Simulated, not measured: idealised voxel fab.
Presented below is a process module, voxel lift off.
Cross-section cut spans 300 nm and uses square cells 5 nm in size.
How to read a cross-section here: the picture is a grid of square cells, written as bands going from the top down, and any band can span one or more rows of cells. Each band's line starts with the height of the band's top and of its bottom, in nm. Then come its materials from left to right, each with its width in nm. One material with "everywhere" fills the band from edge to edge. "empty" is empty space. Heads up on the height convention: 0 is the point under which the incoming wafer is all one material, and the lowest band has no bottom, it just keeps going down, like "z 0 and below". A two-number width, for instance "30->40", indicates that the width is equal to the first number in the top row of the band and to the second number in the bottom row, and that it changes by a constant amount per row of cells. The cross-section has no changed cell in any step marked "same as before". What "Catalogued sealed voids" gives you is every empty space of 8 cells or more that is cut off from the top. Each appears as width x height at distance, with the distance taken from the left edge and width, height and distance all in nm. On each step's line, the part that comes after the settings is the simulator's own comment on the step. A step line may carry the setting "overlay nm", which, for steps involving a mask, states the distance by which the mask lay to the right of its intended position; negative values denote displacement to the left.
Steps in the process plan:
1. RECEIVE: material Si
2. CONFORMAL_DEP: material Al2O3, thk nm 5
3. PATTERN: tone open, mask id LINES, material resist, width nm 20, pitch nm 45, thk nm 15, overlay nm 0
4. DIRECTIONAL_DEP: material Ru, thk nm 5
5. STRIP: etch materials resist
6. CONFORMAL_DEP: material SiO2, thk nm 5
Shown in cross-section is the wafer as received, that is, as it stands after step 1:
z 0 and below  Si everywhere
Catalogued sealed voids: none
first wafer at the end, as planned:
z 15 to 10  empty 90 nm  SiO2 30 nm  empty 15 nm  SiO2 30 nm  empty 15 nm  SiO2 30 nm  empty 90 nm
z 10 to 5  SiO2 95 nm  Ru 20 nm  SiO2 25 nm  Ru 20 nm  SiO2 25 nm  Ru 20 nm  SiO2 95 nm
z 5 to 0  Al2O3 everywhere
z 0 and below  Si everywhere
Catalogued sealed voids: none
Second wafer of the two, sectioned at the end of the module. It began like the first and followed the same plan, but one mistake was made while running it:
z 15 to 10  empty 90 nm  SiO2 35 nm  empty 10 nm  SiO2 35 nm  empty 10 nm  SiO2 35 nm  empty 85 nm
z 10 to 5  SiO2 95 nm  Ru 25 nm  SiO2 20 nm  Ru 25 nm  SiO2 20 nm  Ru 25 nm  SiO2 90 nm
z 5 to 0  Al2O3 everywhere
z 0 and below  Si everywhere
Catalogued sealed voids: none
What was the processing mistake? step 3 ran with different settings than intended, the actual operation and settings being PATTERN: tone open, mask id LINES, material resist, width nm 25, pitch nm 45, thk nm 15, overlay nm 0
Once processing is complete, comparing cell counts shows that the second wafer has more or fewer of certain materials than the first: 3 more of Ru
